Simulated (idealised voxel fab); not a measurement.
The following process module bears the name voxel capacitor over wiring.
Cross-section cut spans 240 nm and uses square cells 5 nm in size.
How to read a cross-section here: the picture is a grid of square cells, written as bands going from the top down, and any band can span one or more rows of cells.
Read a band's entry like this: the first values are the height of its top and the height of its bottom in nm, and what follows is the sequence of materials from left to right, each with its width in nm. Note that "air" is empty space, and that a single material marked "edge to edge" reaches across the band from edge to edge.
Heights from 0 (as-received wafer is one material below). Bottom band endless downward, as "top 0, no bottom".
Width spec "30->40" -> top row of cells at first value, bottom row at second value, equal per-row change in between.
No cell of the cross-section changed in a step that is given as "nothing altered".
The entry titled "Cavities, closed" provides the empty spaces that have no open way to the top, restricted to those of 8 cells or more. Each is presented as width x height at distance, the distance being measured from the left edge, with all three in nm.
after a step's settings: what the simulator itself notes on the step
overlay nm: for a step with a mask, the amount by which the mask lay right of where it was planned; a negative amount means left of it.
[Steps in the process plan]
1. RECEIVE | material Si
2. CONFORMAL_DEP | material SiO2 | thk nm 10
3. DIRECTIONAL_DEP | material TiN | thk nm 5
4. DIRECTIONAL_DEP | material W | thk nm 15
5. DIRECTIONAL_DEP | material aC | thk nm 15
6. PATTERN | tone cover | mask id METAL_1 | material resist | width nm 20 | pitch nm 70 | thk nm 35 | overlay nm 0
7. DIRECTIONAL_ETCH | etch materials aC | depth nm 15
8. STRIP | etch materials resist
9. DIRECTIONAL_ETCH | etch materials W | depth nm 15
10. DIRECTIONAL_ETCH | etch materials TiN | depth nm 5
11. STRIP | etch materials aC
12. FILL_DEP | material lowk | thk nm 5
13. CMP | height nm 30
14. CONFORMAL_DEP | material SiCN | thk nm 5
15. DIRECTIONAL_DEP | material lowk | thk nm 10
16. DIRECTIONAL_DEP | material aC | thk nm 10
17. PATTERN | tone open | mask id PLUG_1 | material resist | width nm 15 | thk nm 30 | overlay nm 0
18. DIRECTIONAL_ETCH | etch materials aC | depth nm 10
19. STRIP | etch materials resist
20. DIRECTIONAL_ETCH | etch materials lowk | depth nm 10
21. DIRECTIONAL_ETCH | etch materials SiCN | depth nm 5
22. STRIP | etch materials aC
23. CONFORMAL_DEP | material TiN | thk nm 5
24. FILL_DEP | material W | thk nm 10
25. CMP | height nm 45
26. DIRECTIONAL_DEP | material TiN | thk nm 5
27. DIRECTIONAL_DEP | material SiN | thk nm 5
28. DIRECTIONAL_DEP | material TiN | thk nm 10
29. DIRECTIONAL_DEP | material aC | thk nm 15
30. PATTERN | tone cover | mask id UPPER_PLATE | material resist | width nm 55 | thk nm 35 | overlay nm 0
31. DIRECTIONAL_ETCH | etch materials aC | depth nm 15
32. STRIP | etch materials resist
33. DIRECTIONAL_ETCH | etch materials TiN | depth nm 10
34. DIRECTIONAL_ETCH | etch materials SiN | depth nm 5
35. STRIP | etch materials aC
36. PATTERN | tone cover | mask id LOWER_PLATE | material resist | width nm 65 | thk nm 15 | overlay nm 0
37. DIRECTIONAL_ETCH | etch materials TiN | depth nm 5
38. STRIP | etch materials resist
39. FILL_DEP | material SiO2 | thk nm 15
40. CMP | height nm 75
41. PATTERN | tone open | mask id PLUG_2 | material resist | width nm 15 | thk nm 20 | overlay nm 0
42. DIRECTIONAL_ETCH | etch materials SiO2 | depth nm 10
43. STRIP | etch materials resist
44. CONFORMAL_DEP | material TiN | thk nm 5
45. FILL_DEP | material Ru | thk nm 5
46. CMP | height nm 75
47. CONFORMAL_DEP | material SiCN | thk nm 5
[Received-state cross-section, reflecting completion of step 1]
- top 0, no bottom  Si edge to edge
- Cavities, closed: none
[Result of the module, cross-sectioned: start per above, plan per above, one error in how it was run]
- top 80, bottom 75  SiCN edge to edge
- top 75, bottom 70  90 nm SiO2; 5 nm TiN; 5 nm Ru; 5 nm TiN; 135 nm SiO2
- top 70, bottom 65  90 nm SiO2; 15 nm TiN; 135 nm SiO2
- top 65, bottom 60  80 nm SiO2; 55 nm SiN; 105 nm SiO2
- top 60, bottom 55  75 nm SiO2; 65 nm TiN; 100 nm SiO2
- top 55, bottom 45  TiN edge to edge
- top 45, bottom 35  80 nm lowk; 5 nm TiN; 5 nm W; 5 nm TiN; 145 nm lowk
- top 35, bottom 30  80 nm SiCN; 15 nm TiN; 145 nm SiCN
- top 30, bottom 15  75 nm lowk; 20 nm W; 50 nm lowk; 20 nm W; 75 nm lowk
- top 15, bottom 10  75 nm lowk; 20 nm TiN; 50 nm lowk; 20 nm TiN; 75 nm lowk
- top 10, bottom 0  SiO2 edge to edge
- top 0, no bottom  Si edge to edge
- Cavities, closed: none
Deviation from plan: steps 27 and 28 of the plan were each performed in the slot designated for the other
